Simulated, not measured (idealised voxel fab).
process module | voxel transistor to metal
cross-section cut | 190 nm wide | cells 5 nm
A cross-section is a grid of square cells, given in bands from the top down. A band is one or more rows of cells.
Each band's line starts with the height of the band's top and of its bottom, in nm. Then come its materials from left to right, each with its width in nm. One material with "throughout" fills the band from edge to edge. "air" is empty space.
Height 0 is the level under which the wafer as received is all one material. The lowest band goes on downwards, as in "0 down".
A width such as "30 to 40" changes by the same amount from each row of cells to the next, from the band's top row to its bottom row.
"no change" after a step means that no cell of the cross-section changed.
closed voids: empty space of 8 cells or more with no open way to the top, each as width x height at its distance from the left edge, in nm
after a step's settings: what the simulator itself notes on the step
overlay nm, on a step with a mask: how far to the right of its planned place the mask lay; to the left if negative
plan
1 op RECEIVE | material Si
2 op OXIDIZE | depth nm 5
3 op CONFORMAL_DEP | material SiN | thk nm 15
4 op PATTERN | tone cover | mask id ACTIVE | material resist | width nm 115 | thk nm 20 | overlay nm 0
5 op DIRECTIONAL_ETCH | etch materials SiN | depth nm 15
6 op DIRECTIONAL_ETCH | etch materials SiO2 | depth nm 5
7 op DIRECTIONAL_ETCH | etch materials Si | depth nm 30
8 op STRIP | etch materials resist
9 op FILL_DEP | material SiO2 | thk nm 10
10 op CMP | height nm 15
11 op SELECTIVE_ETCH | etch materials SiO2 | depth nm 15
12 op STRIP | etch materials SiN
13 op SELECTIVE_ETCH | etch materials SiO2 | depth nm 5
14 op OXIDIZE | depth nm 5
15 op DIRECTIONAL_DEP | material polySi | thk nm 25
16 op DIRECTIONAL_DEP | material SiCN | thk nm 10
17 op MASKED_ETCH | tone cover | mask id GATE | width nm 25 | etch materials SiCN | depth nm 20 | overlay nm 0
18 op MASKED_ETCH | tone cover | mask id GATE | width nm 25 | etch materials polySi | depth nm 35 | overlay nm 0
19 op CONFORMAL_DEP | material SiO2 | thk nm 5
20 op DIRECTIONAL_ETCH | etch materials SiO2 | depth nm 5
21 op CONFORMAL_DEP | material SiN | thk nm 10
22 op DIRECTIONAL_ETCH | etch materials SiN | depth nm 10
23 op DIRECTIONAL_ETCH | etch materials SiO2 | depth nm 5
24 op EPI | material pSi | thk nm 5
25 op FILL_DEP | material SiO2 | thk nm 10
26 op CMP | height nm 20
27 op STRIP | etch materials polySi
28 op SELECTIVE_ETCH | etch materials SiO2 | depth nm 5
29 op CONFORMAL_DEP | material HfO2 | thk nm 5
30 op CONFORMAL_DEP | material TiN | thk nm 5
31 op FILL_DEP | material W | thk nm 10
32 op CMP | height nm 15
33 op DIRECTIONAL_DEP | material SiO2 | thk nm 15
34 op PATTERN | tone open | mask id CONTACT | material resist | width nm 15 | pitch nm 80 | thk nm 15 | overlay nm 0
35 op DIRECTIONAL_ETCH | etch materials SiO2 | depth nm 35
36 op STRIP | etch materials resist
37 op CONFORMAL_DEP | material TiN | thk nm 5
38 op FILL_DEP | material Ru | thk nm 10
39 op CMP | height nm 30
40 op DIRECTIONAL_DEP | material TiN | thk nm 5
41 op DIRECTIONAL_DEP | material W | thk nm 15
42 op MASKED_ETCH | tone cover | mask id METAL_1 | width nm 15 | pitch nm 80 | etch materials W | depth nm 15 | overlay nm 0
43 op MASKED_ETCH | tone cover | mask id METAL_1 | width nm 15 | pitch nm 80 | etch materials TiN | depth nm 5 | overlay nm 0
44 op CONFORMAL_DEP | material SiCN | thk nm 5
45 op FILL_DEP | material lowk | thk nm 5
46 op CMP | height nm 50
47 op CONFORMAL_DEP | material SiCN | thk nm 5
48 op DIRECTIONAL_DEP | material SiO2 | thk nm 30
49 op DIRECTIONAL_DEP | material aC | thk nm 15
50 op PATTERN | tone open | mask id METAL_2 | material resist | width nm 15 | pitch nm 80 | thk nm 30 | overlay nm 0
51 op DIRECTIONAL_ETCH | etch materials aC | depth nm 15
52 op STRIP | etch materials resist
53 op DIRECTIONAL_ETCH | etch materials SiO2 | depth nm 15
54 op STRIP | etch materials aC
55 op PATTERN | tone open | mask id METAL_2_HOLES | material resist | width nm 15 | pitch nm 80 | thk nm 15 | overlay nm 0
56 op DIRECTIONAL_ETCH | etch materials SiO2 | depth nm 15
57 op DIRECTIONAL_ETCH | etch materials SiCN | depth nm 5
58 op STRIP | etch materials resist
59 op CONFORMAL_DEP | material TiN | thk nm 5
60 op FILL_DEP | material Cu | thk nm 5
61 op CMP | height nm 85
62 op CONFORMAL_DEP | material SiN | thk nm 5
as received, after step 1
  0 down: Si throughout
  closed voids: none
a wafer at the end: this start, this plan, one mistake
  90 to 85: SiN throughout
  85 to 55: SiO2 45 | TiN 5 | Cu 5 | TiN 5 | SiO2 65 | TiN 5 | Cu 5 | TiN 5 | SiO2 50
  55 to 50: SiCN 45 | TiN 15 | SiCN 65 | TiN 15 | SiCN 50
  50 to 35: lowk 40 | SiCN 5 | W 15 | SiCN 5 | lowk 55 | SiCN 5 | W 15 | SiCN 5 | lowk 45
  35 to 30: SiCN 45 | TiN 15 | SiCN 65 | TiN 15 | SiCN 50
  30 to 15: SiO2 45 | TiN 5 | Ru 5 | TiN 5 | SiO2 65 | TiN 5 | Ru 5 | TiN 5 | SiO2 50
  15 to 10: SiO2 45 | TiN 15 | SiO2 5 | SiN 10 | HfO2 5 | TiN 5 | W 15 | TiN 5 | HfO2 5 | SiN 10 | SiO2 5 | TiN 15 | SiO2 50
  10 to 0: SiO2 65 | SiN 10 | HfO2 5 | TiN 5 | W 15 | TiN 5 | HfO2 5 | SiN 10 | SiO2 70
  0 to -5: SiO2 65 | SiN 10 | HfO2 5 | TiN 25 | HfO2 5 | SiN 10 | SiO2 70
  -5 to -10: SiO2 30 | pSi 35 | SiO2 10 | HfO2 35 | SiO2 10 | pSi 35 | SiO2 35
  -10 to -35: SiO2 35 | Si 115 | SiO2 40
  -35 down: Si throughout
  closed voids: none
what went wrong: step 33 was run twice
